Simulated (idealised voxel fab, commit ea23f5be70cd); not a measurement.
process module | voxel capacitor over wiring
cross-section cut | 220 nm wide | cells 5 nm
A cross-section is a grid of square cells, given in bands from the top down. A band is one or more rows of cells.
Each band's line starts with the height of the band's top and of its bottom, in nm. Then come its materials from left to right, each with its width in nm. One material with "throughout" fills the band from edge to edge. "air" is empty space.
Height 0 is the level under which the wafer as received is all one material. The lowest band goes on downwards, as in "0 down".
A width such as "30 to 40" changes by the same amount from each row of cells to the next, from the band's top row to its bottom row.
"no change" after a step means that no cell of the cross-section changed.
closed voids: empty space of 8 cells or more with no open way to the top, each as width x height at its distance from the left edge, in nm
after a step's settings: what the simulator itself notes on the step
overlay nm, on a step with a mask: how far to the right of its planned place the mask lay; to the left if negative
plan
1 op RECEIVE | material Si
2 op CONFORMAL_DEP | material SiO2 | thk nm 10
3 op CONFORMAL_DEP | material SiCN | thk nm 5
4 op DIRECTIONAL_DEP | material SiO2 | thk nm 25
5 op MASKED_ETCH | tone open | mask id METAL_1 | width nm 30 | pitch nm 85 | etch materials SiO2 | depth nm 25 | overlay nm 0
6 op MASKED_ETCH | tone open | mask id METAL_1 | width nm 30 | pitch nm 85 | etch materials SiCN | depth nm 5 | overlay nm 0
7 op CONFORMAL_DEP | material TiN | thk nm 5
8 op FILL_DEP | material Ru | thk nm 10
9 op CMP | height nm 40
10 op CONFORMAL_DEP | material SiCN | thk nm 5
11 op DIRECTIONAL_DEP | material SiO2 | thk nm 15
12 op DIRECTIONAL_DEP | material aC | thk nm 10
13 op PATTERN | tone open | mask id PLUG_1 | material resist | width nm 15 | thk nm 30 | overlay nm 0
14 op DIRECTIONAL_ETCH | etch materials aC | depth nm 10
15 op STRIP | etch materials resist
16 op DIRECTIONAL_ETCH | etch materials SiO2 | depth nm 15
17 op DIRECTIONAL_ETCH | etch materials SiCN | depth nm 5
18 op STRIP | etch materials aC
19 op CONFORMAL_DEP | material TiN | thk nm 5
20 op FILL_DEP | material Ru | thk nm 10
21 op CMP | height nm 60
22 op DIRECTIONAL_DEP | material TiN | thk nm 10
23 op DIRECTIONAL_DEP | material HfO2 | thk nm 5
24 op DIRECTIONAL_DEP | material TiN | thk nm 10
25 op DIRECTIONAL_DEP | material aC | thk nm 10
26 op PATTERN | tone cover | mask id UPPER_PLATE | material resist | width nm 60 | thk nm 25 | overlay nm 0
27 op DIRECTIONAL_ETCH | etch materials aC | depth nm 10
28 op STRIP | etch materials resist
29 op DIRECTIONAL_ETCH | etch materials TiN | depth nm 10
30 op DIRECTIONAL_ETCH | etch materials HfO2 | depth nm 5
31 op STRIP | etch materials aC
32 op DIRECTIONAL_DEP | material aC | thk nm 15
33 op PATTERN | tone cover | mask id LOWER_PLATE | material resist | width nm 70 | thk nm 30 | overlay nm 0
34 op DIRECTIONAL_ETCH | etch materials aC | depth nm 15
35 op STRIP | etch materials resist
36 op DIRECTIONAL_ETCH | etch materials TiN | depth nm 10
37 op STRIP | etch materials aC
38 op FILL_DEP | material SiO2 | thk nm 15
39 op CMP | height nm 95
40 op MASKED_ETCH | tone open | mask id PLUG_2 | width nm 15 | etch materials SiO2 | depth nm 10 | overlay nm 0
41 op CONFORMAL_DEP | material TiN | thk nm 5
42 op FILL_DEP | material W | thk nm 10
43 op CMP | height nm 95
44 op CONFORMAL_DEP | material SiN | thk nm 5
as received, after step 1
  0 down: Si throughout
  closed voids: none
first wafer at the end, as planned
  100 to 95: SiN throughout
  95 to 90: SiO2 75 | TiN 5 | W 5 | TiN 5 | SiO2 130
  90 to 85: SiO2 75 | TiN 15 | SiO2 130
  85 to 75: SiO2 65 | TiN 60 | SiO2 95
  75 to 70: SiO2 65 | HfO2 60 | SiO2 95
  70 to 60: SiO2 60 | TiN 70 | SiO2 90
  60 to 45: SiO2 65 | TiN 5 | Ru 5 | TiN 5 | SiO2 140
  45 to 40: SiCN 65 | TiN 15 | SiCN 140
  40 to 15: SiO2 50 | TiN 5 | Ru 20 | TiN 5 | SiO2 55 | TiN 5 | Ru 20 | TiN 5 | SiO2 55
  15 to 10: SiCN 50 | TiN 30 | SiCN 55 | TiN 30 | SiCN 55
  10 to 0: SiO2 throughout
  0 down: Si throughout
  closed voids: none
second wafer at the end: like start, like plan, one mistake
  100 to 95: SiN throughout
  95 to 90: SiO2 75 | TiN 5 | W 5 | TiN 5 | SiO2 130
  90 to 85: SiO2 75 | TiN 15 | SiO2 130
  85 to 75: SiO2 65 | TiN 60 | SiO2 95
  75 to 70: SiO2 65 | HfO2 60 | SiO2 95
  70 to 60: SiO2 60 | TiN 75 | SiO2 85
  60 to 45: SiO2 65 | TiN 5 | Ru 5 | TiN 5 | SiO2 140
  45 to 40: SiCN 65 | TiN 15 | SiCN 140
  40 to 15: SiO2 50 | TiN 5 | Ru 20 | TiN 5 | SiO2 55 | TiN 5 | Ru 20 | TiN 5 | SiO2 55
  15 to 10: SiCN 50 | TiN 30 | SiCN 55 | TiN 30 | SiCN 55
  10 to 0: SiO2 throughout
  0 down: Si throughout
  closed voids: none
what went wrong: step 33 ran as: op PATTERN | tone cover | mask id LOWER_PLATE | material resist | width nm 75 | thk nm 30 | overlay nm 0
at the end the second wafer has, in cells: 2 fewer of SiO2 | 2 more of TiN
